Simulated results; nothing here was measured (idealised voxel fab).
The process module presented herein is designated voxel wiring stack.
Shown is cross-section cut, with a width of 230 nm and square cells of size 5 nm.
Format of a cross-section: grid, square cells. Given as bands. Order: top down. Band: one or more rows of cells.
It is stipulated that each band's entry specify, in nanometres, the height of the top of the band and then that of its bottom, followed by the materials of the band in left-to-right sequence, each together with its width in nanometres. A single material marked by the word "full width" is understood to fill the band from edge to edge; the word "air" is understood to denote empty space.
It should be noted that heights are counted from 0, beneath which the wafer as supplied is of one material throughout, and that the lowest band possesses no lower boundary but continues downward, as written in "0 down".
Think of "30 to 40" as a width that walks from the first number to the second as you go down the band, top row to bottom row, taking equal-sized steps from row to row.
The designation "stayed the same", where it is given for a processing step, indicates that no cell of the cross-section was altered in the course of that step.
Closed-off voids of 8+ cells (no open route to the top) go in "Enclosed void catalog", written width x height at distance from the left edge, in nm.
It should be noted that, on the line of a given step, the content following the step's settings is a remark produced by the simulator itself with respect to that step.
"overlay nm" on a masked step: distance the mask lay right of its planned place, negative for left.
# The planned process steps are enumerated hereunder
1,RECEIVE (material Si)
2,CONFORMAL_DEP (material SiO2; thk nm 10)
3,DIRECTIONAL_DEP (material TiN; thk nm 5)
4,DIRECTIONAL_DEP (material W; thk nm 20)
5,DIRECTIONAL_DEP (material aC; thk nm 10)
6,PATTERN (tone cover; mask id METAL_1; material resist; width nm 25; pitch nm 55; thk nm 30; overlay nm 0)
7,DIRECTIONAL_ETCH (etch materials aC; depth nm 10)
8,STRIP (etch materials resist)
9,DIRECTIONAL_ETCH (etch materials W; depth nm 20)
10,DIRECTIONAL_ETCH (etch materials TiN; depth nm 5)
11,STRIP (etch materials aC)
12,CONFORMAL_DEP (material SiN; thk nm 5)
13,FILL_DEP (material lowk; thk nm 5)
14,CMP (height nm 35)
15,CONFORMAL_DEP (material SiCN; thk nm 5)
16,DIRECTIONAL_DEP (material lowk; thk nm 30)
17,DIRECTIONAL_DEP (material aC; thk nm 15)
18,PATTERN (tone open; mask id METAL_2_HOLES; material resist; width nm 15; pitch nm 110; thk nm 35; overlay nm 0)
19,DIRECTIONAL_ETCH (etch materials aC; depth nm 15)
20,STRIP (etch materials resist)
21,DIRECTIONAL_ETCH (etch materials lowk; depth nm 30)
22,STRIP (etch materials aC)
23,DIRECTIONAL_DEP (material aC; thk nm 10)
24,PATTERN (tone open; mask id METAL_2; material resist; width nm 25; pitch nm 55; thk nm 25; overlay nm 0)
25,DIRECTIONAL_ETCH (etch materials aC; depth nm 10)
26,STRIP (etch materials resist)
27,DIRECTIONAL_ETCH (etch materials lowk; depth nm 20)
28,DIRECTIONAL_ETCH (etch materials SiCN; depth nm 5)
29,STRIP (etch materials aC)
30,CONFORMAL_DEP (material TiN; thk nm 5)
31,FILL_DEP (material Cu; thk nm 10)
32,CMP (height nm 70)
33,CONFORMAL_DEP (material SiCN; thk nm 5)
34,DIRECTIONAL_DEP (material SiO2; thk nm 30)
35,MASKED_ETCH (tone open; mask id METAL_3_HOLES; width nm 15; pitch nm 110; etch materials SiO2; depth nm 30; overlay nm 0)
36,PATTERN (tone open; mask id METAL_3; material resist; width nm 25; pitch nm 55; thk nm 15; overlay nm 0)
37,DIRECTIONAL_ETCH (etch materials SiO2; depth nm 15)
38,DIRECTIONAL_ETCH (etch materials SiCN; depth nm 5)
39,STRIP (etch materials resist)
40,CONFORMAL_DEP (material TiN; thk nm 5)
41,FILL_DEP (material Cu; thk nm 10)
42,CMP (height nm 105)
43,CONFORMAL_DEP (material SiCN; thk nm 5)
44,DIRECTIONAL_DEP (material SiO2; thk nm 15)
45,PATTERN (tone open; mask id PLUG_3; material resist; width nm 15; pitch nm 55; thk nm 15; overlay nm -5)
46,DIRECTIONAL_ETCH (etch materials SiO2; depth nm 15)
47,DIRECTIONAL_ETCH (etch materials SiCN; depth nm 5)
48,STRIP (etch materials resist)
49,EPI (material Ru; thk nm 10)
50,EPI (material Ru; thk nm 10)
51,DIRECTIONAL_DEP (material TiN; thk nm 5)
52,DIRECTIONAL_DEP (material Ru; thk nm 20)
53,DIRECTIONAL_DEP (material aC; thk nm 15)
54,PATTERN (tone cover; mask id METAL_4; material resist; width nm 25; pitch nm 55; thk nm 35; overlay nm 0)
55,DIRECTIONAL_ETCH (etch materials aC; depth nm 15)
56,STRIP (etch materials resist)
57,DIRECTIONAL_ETCH (etch materials Ru; depth nm 20)
58,DIRECTIONAL_ETCH (etch materials TiN; depth nm 5)
59,STRIP (etch materials aC)
60,CONFORMAL_DEP (material SiCN; thk nm 5)
61,FILL_DEP (material lowk; thk nm 5)
62,CMP (height nm 150)
63,CONFORMAL_DEP (material SiCN; thk nm 5)
What sets these wafers apart? The overlay nm at step 45. They all start alike, and the plan carries the first wafer's value.
# Cross-section of the first incoming wafer of several, state after step 1
- 0 down  Si full width
- Enclosed void catalog: none
# After the module's final step, step 63: the first of several wafers in cross-section
- 155 to 150  SiCN full width
- 150 to 130  lowk: 15, then SiCN: 5, then Ru: 25, then SiCN: 5, then lowk: 20, then SiCN: 5, then Ru: 25, then SiCN: 5, then lowk: 20, then SiCN: 5, then Ru: 25, then SiCN: 5, then lowk: 20, then SiCN: 5, then Ru: 25, then SiCN: 5, then lowk: 15
- 130 to 125  SiCN: 20, then TiN: 25, then SiCN: 30, then TiN: 25, then SiCN: 30, then TiN: 25, then SiCN: 30, then TiN: 25, then SiCN: 20
- 125 to 110  SiO2: 15, then Ru: 15, then SiO2: 40, then Ru: 15, then SiO2: 40, then Ru: 15, then SiO2: 40, then Ru: 15, then SiO2: 35
- 110 to 105  SiCN: 15, then Ru: 15, then SiCN: 40, then Ru: 15, then SiCN: 40, then Ru: 15, then SiCN: 40, then Ru: 15, then SiCN: 35
- 105 to 95  SiO2: 20, then TiN: 5, then Cu: 15, then TiN: 5, then SiO2: 30, then TiN: 5, then Cu: 15, then TiN: 5, then SiO2: 30, then TiN: 5, then Cu: 15, then TiN: 5, then SiO2: 30, then TiN: 5, then Cu: 15, then TiN: 5, then SiO2: 20
- 95 to 90  SiO2: 20, then TiN: 5, then Cu: 5, then TiN: 15, then SiO2: 30, then TiN: 25, then SiO2: 30, then TiN: 5, then Cu: 5, then TiN: 15, then SiO2: 30, then TiN: 25, then SiO2: 20
- 90 to 75  SiO2: 20, then TiN: 5, then Cu: 5, then TiN: 5, then SiO2: 95, then TiN: 5, then Cu: 5, then TiN: 5, then SiO2: 85
- 75 to 70  SiCN: 20, then TiN: 15, then SiCN: 95, then TiN: 15, then SiCN: 85
- 70 to 55  lowk: 20, then TiN: 5, then Cu: 15, then TiN: 5, then lowk: 30, then TiN: 5, then Cu: 15, then TiN: 5, then lowk: 30, then TiN: 5, then Cu: 15, then TiN: 5, then lowk: 30, then TiN: 5, then Cu: 15, then TiN: 5, then lowk: 20
- 55 to 50  lowk: 20, then TiN: 5, then Cu: 5, then TiN: 15, then lowk: 30, then TiN: 25, then lowk: 30, then TiN: 5, then Cu: 5, then TiN: 15, then lowk: 30, then TiN: 25, then lowk: 20
- 50 to 40  lowk: 20, then TiN: 5, then Cu: 5, then TiN: 5, then lowk: 95, then TiN: 5, then Cu: 5, then TiN: 5, then lowk: 85
- 40 to 35  SiCN: 20, then TiN: 15, then SiCN: 95, then TiN: 15, then SiCN: 85
- 35 to 15  lowk: 15, then SiN: 5, then W: 25, then SiN: 5, then lowk: 20, then SiN: 5, then W: 25, then SiN: 5, then lowk: 20, then SiN: 5, then W: 25, then SiN: 5, then lowk: 20, then SiN: 5, then W: 25, then SiN: 5, then lowk: 15
- 15 to 10  SiN: 20, then TiN: 25, then SiN: 30, then TiN: 25, then SiN: 30, then TiN: 25, then SiN: 30, then TiN: 25, then SiN: 20
- 10 to 0  SiO2 full width
- 0 down  Si full width
- Enclosed void catalog: none
# Here we cross-sectioned the last of the wafers once the module was done
- 155 to 150  SiCN full width
- 150 to 130  lowk: 15, then SiCN: 5, then Ru: 25, then SiCN: 5, then lowk: 20, then SiCN: 5, then Ru: 25, then SiCN: 5, then lowk: 20, then SiCN: 5, then Ru: 25, then SiCN: 5, then lowk: 20, then SiCN: 5, then Ru: 25, then SiCN: 5, then lowk: 15
- 130 to 125  SiCN: 20, then TiN: 25, then SiCN: 30, then TiN: 25, then SiCN: 30, then TiN: 25, then SiCN: 30, then TiN: 25, then SiCN: 20
- 125 to 110  SiO2: 35, then Ru: 15, then SiO2: 40, then Ru: 15, then SiO2: 40, then Ru: 15, then SiO2: 40, then Ru: 15, then SiO2: 15
- 110 to 105  SiCN: 35, then Ru: 15, then SiCN: 40, then Ru: 15, then SiCN: 40, then Ru: 15, then SiCN: 40, then Ru: 15, then SiCN: 15
- 105 to 95  SiO2: 20, then TiN: 5, then Cu: 15, then TiN: 5, then SiO2: 30, then TiN: 5, then Cu: 15, then TiN: 5, then SiO2: 30, then TiN: 5, then Cu: 15, then TiN: 5, then SiO2: 30, then TiN: 5, then Cu: 15, then TiN: 5, then SiO2: 20
- 95 to 90  SiO2: 20, then TiN: 5, then Cu: 5, then TiN: 15, then SiO2: 30, then TiN: 25, then SiO2: 30, then TiN: 5, then Cu: 5, then TiN: 15, then SiO2: 30, then TiN: 25, then SiO2: 20
- 90 to 75  SiO2: 20, then TiN: 5, then Cu: 5, then TiN: 5, then SiO2: 95, then TiN: 5, then Cu: 5, then TiN: 5, then SiO2: 85
- 75 to 70  SiCN: 20, then TiN: 15, then SiCN: 95, then TiN: 15, then SiCN: 85
- 70 to 55  lowk: 20, then TiN: 5, then Cu: 15, then TiN: 5, then lowk: 30, then TiN: 5, then Cu: 15, then TiN: 5, then lowk: 30, then TiN: 5, then Cu: 15, then TiN: 5, then lowk: 30, then TiN: 5, then Cu: 15, then TiN: 5, then lowk: 20
- 55 to 50  lowk: 20, then TiN: 5, then Cu: 5, then TiN: 15, then lowk: 30, then TiN: 25, then lowk: 30, then TiN: 5, then Cu: 5, then TiN: 15, then lowk: 30, then TiN: 25, then lowk: 20
- 50 to 40  lowk: 20, then TiN: 5, then Cu: 5, then TiN: 5, then lowk: 95, then TiN: 5, then Cu: 5, then TiN: 5, then lowk: 85
- 40 to 35  SiCN: 20, then TiN: 15, then SiCN: 95, then TiN: 15, then SiCN: 85
- 35 to 15  lowk: 15, then SiN: 5, then W: 25, then SiN: 5, then lowk: 20, then SiN: 5, then W: 25, then SiN: 5, then lowk: 20, then SiN: 5, then W: 25, then SiN: 5, then lowk: 20, then SiN: 5, then W: 25, then SiN: 5, then lowk: 15
- 15 to 10  SiN: 20, then TiN: 25, then SiN: 30, then TiN: 25, then SiN: 30, then TiN: 25, then SiN: 30, then TiN: 25, then SiN: 20
- 10 to 0  SiO2 full width
- 0 down  Si full width
- Enclosed void catalog: none
# For your reference, the table is organized with a row per wafer; each row reflects the wafer at the end of the module, indicating for each material the cells gained (+) or lost (-) since receipt, and thereafter its closed voids
overlay nm -5; +74 Cu; +128 Ru; +218 SiCN; +58 SiN; +392 SiO2; +148 TiN; +80 W; +328 lowk; Enclosed void catalog: none
overlay nm 0; +74 Cu; +128 Ru; +218 SiCN; +58 SiN; +392 SiO2; +148 TiN; +80 W; +328 lowk; Enclosed void catalog: none
overlay nm 5; +74 Cu; +128 Ru; +218 SiCN; +58 SiN; +392 SiO2; +148 TiN; +80 W; +328 lowk; Enclosed void catalog: none
overlay nm 10; +74 Cu; +128 Ru; +218 SiCN; +58 SiN; +392 SiO2; +148 TiN; +80 W; +328 lowk; Enclosed void catalog: none
overlay nm 15; +74 Cu; +128 Ru; +218 SiCN; +58 SiN; +392 SiO2; +148 TiN; +80 W; +328 lowk; Enclosed void catalog: none
